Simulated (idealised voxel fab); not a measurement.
This section sets out a process module, namely voxel double patterning.
Square cells of 5 nm make up the cross-section cut, whose width is 150 nm.
Heads up, the way a cross-section reads in here is a grid of square cells, handed over as bands from the top down, with every band being one or more rows of cells. For a band, the entry starts with two heights in nm, that of the top and then that of the bottom, and carries on with the band's materials in order from left to right, each alongside its width in nm; the word "full width" beside a single material means it fills the band edge to edge, and "air" means empty space. It should be noted that heights are counted from 0, beneath which the wafer as supplied is of one material throughout, and that the lowest band possesses no lower boundary but continues downward, as written in "0 down". The width entry "30..40" should be interpreted row by row: the top row of cells in the band takes the first number, the bottom row takes the second number, and the change between adjacent rows is uniform throughout. When a step is marked "nothing was modified", none of the cells in the cross-section changed during that step. "Fully sealed cavities": sealed empty spaces, 8 cells or more, no open way to top, listed width x height at distance, with distance from the left edge and width, height and distance in nm. If you see something after the settings on a step's line, that's the simulator's own remark about that step. Regarding "overlay nm": on a step with a mask, it is the distance the mask lay to the right of its planned place; a negative value places it to the left.
Planned process steps
1. RECEIVE: material Si
2. CONFORMAL_DEP: material SiN, thk nm 10
3. DIRECTIONAL_DEP: material SiO2, thk nm 10
4. DIRECTIONAL_DEP: material SiCN, thk nm 5
5. DIRECTIONAL_DEP: material aC, thk nm 15
6. PATTERN: tone open, mask id FIRST, material resist, width nm 15, pitch nm 50, thk nm 35, overlay nm 0
7. DIRECTIONAL_ETCH: etch materials aC, depth nm 15
8. STRIP: etch materials resist
9. DIRECTIONAL_ETCH: etch materials SiCN, depth nm 5
10. STRIP: etch materials aC
11. PATTERN: tone open, mask id SECOND, material resist, width nm 15, thk nm 15, overlay nm 0
12. DIRECTIONAL_ETCH: etch materials SiCN, depth nm 5
13. STRIP: etch materials resist
14. DIRECTIONAL_ETCH: etch materials SiO2, depth nm 10
15. STRIP: etch materials SiCN
Don't read the plan's width nm for step 11 as applying to every wafer: that's the first wafer's value, and the wafers differ in it, though they all start identical.
Cross-section: the first of several wafers in its as-received state, i.e. following step 1
> 0 down  Si full width
> Fully sealed cavities: none
First wafer of several, cross-section, module end, after step 15 (last)
> 20 to 10  SiO2=40, air=15, SiO2=10, air=15, SiO2=10, air=15, SiO2=45
> 10 to 0  SiN full width
> 0 down  Si full width
> Fully sealed cavities: none
Final wafer of several, shown in cross-section at the end of the module
> 20 to 10  SiO2=40, air=15, SiO2=5, air=45, SiO2=45
> 10 to 0  SiN full width
> 0 down  Si full width
> Fully sealed cavities: none
Heads up, this table goes wafer by wafer. A row tells you, at the end of the module, how many cells of each material that wafer has put on (+) or dropped (-) since it was received, and then its closed voids
width nm 15 | +60 SiN | +42 SiO2 | Fully sealed cavities: none
width nm 20 | +60 SiN | +40 SiO2 | Fully sealed cavities: none
width nm 25 | +60 SiN | +38 SiO2 | Fully sealed cavities: none
width nm 30 | +60 SiN | +36 SiO2 | Fully sealed cavities: none
